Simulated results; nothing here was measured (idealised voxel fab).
process module | voxel self aligned contacts
cross-section cut | 165 nm wide | cells 5 nm
A cross-section is a grid of square cells, given in bands from the top down. A band is one or more rows of cells.
Each band's line starts with the height of the band's top and of its bottom, in nm. Then come its materials from left to right, each with its width in nm. One material with "throughout" fills the band from edge to edge. "air" is empty space.
Height 0 is the level under which the wafer as received is all one material. The lowest band goes on downwards, as in "0 down".
A width such as "30 to 40" changes by the same amount from each row of cells to the next, from the band's top row to its bottom row.
"no change" after a step means that no cell of the cross-section changed.
closed voids: empty space of 8 cells or more with no open way to the top, each as width x height at its distance from the left edge, in nm
after a step's settings: what the simulator itself notes on the step
overlay nm, on a step with a mask: how far to the right of its planned place the mask lay; to the left if negative
plan
1 op RECEIVE | material Si
2 op CONFORMAL_DEP | material SiO2 | thk nm 5
3 op DIRECTIONAL_DEP | material polySi | thk nm 30
4 op DIRECTIONAL_DEP | material SiN | thk nm 15
5 op MASKED_ETCH | tone cover | mask id GATE | width nm 35 | pitch nm 70 | etch materials SiN | depth nm 15 | overlay nm 0
6 op MASKED_ETCH | tone cover | mask id GATE | width nm 35 | pitch nm 70 | etch materials polySi | depth nm 30 | overlay nm 0
7 op CONFORMAL_DEP | material SiN | thk nm 5
8 op DIRECTIONAL_ETCH | etch materials SiN | depth nm 5
9 op FILL_DEP | material SiO2 | thk nm 15
10 op CMP | height nm 55
11 op MASKED_ETCH | tone open | mask id CONTACT | width nm 45 | etch materials SiO2 | depth nm 55 | overlay nm 0
12 op CONFORMAL_DEP | material TiN | thk nm 5
13 op FILL_DEP | material Ru | thk nm 10
14 op CMP | height nm 55
15 op CONFORMAL_DEP | material SiCN | thk nm 5
as received, after step 1
  0 down: Si throughout
  closed voids: none
first wafer at the end, as planned
  60 to 55: SiCN throughout
  55 to 50: SiO2 60 | TiN 15 | Ru 15 | TiN 15 | SiO2 60
  50 to 35: SiO2 25 | SiN 45 | TiN 5 | Ru 15 | TiN 5 | SiN 45 | SiO2 25
  35 to 5: SiO2 25 | SiN 5 | polySi 35 | SiN 5 | TiN 5 | Ru 15 | TiN 5 | SiN 5 | polySi 35 | SiN 5 | SiO2 25
  5 to 0: SiO2 70 | TiN 25 | SiO2 70
  0 down: Si throughout
  closed voids: none
second wafer at the end: like start, like plan, one mistake
  60 to 55: SiCN throughout
  55 to 50: SiO2 25 | Ru 45 | TiN 5 | Ru 15 | TiN 5 | Ru 45 | SiO2 25
  50 to 35: SiO2 25 | Ru 5 | SiN 35 | Ru 5 | TiN 5 | Ru 15 | TiN 5 | Ru 5 | SiN 35 | Ru 5 | SiO2 25
  35 to 15: SiO2 25 | Ru 5 | polySi 35 | Ru 5 | TiN 5 | Ru 15 | TiN 5 | Ru 5 | polySi 35 | Ru 5 | SiO2 25
  15 to 10: SiO2 25 | Ru 5 | polySi 35 | Ru 5 | TiN 25 | Ru 5 | polySi 35 | Ru 5 | SiO2 25
  10 to 5: Ru 30 | polySi 35 | Ru 35 | polySi 35 | Ru 30
  5 to 0: SiO2 throughout
  0 down: Si throughout
  closed voids: none
what went wrong: step 7 ran as: op CONFORMAL_DEP | material Ru | thk nm 5
at the end the second wafer has, in cells: 63 more of Ru | 36 fewer of SiN | 19 fewer of SiO2 | 8 fewer of TiN
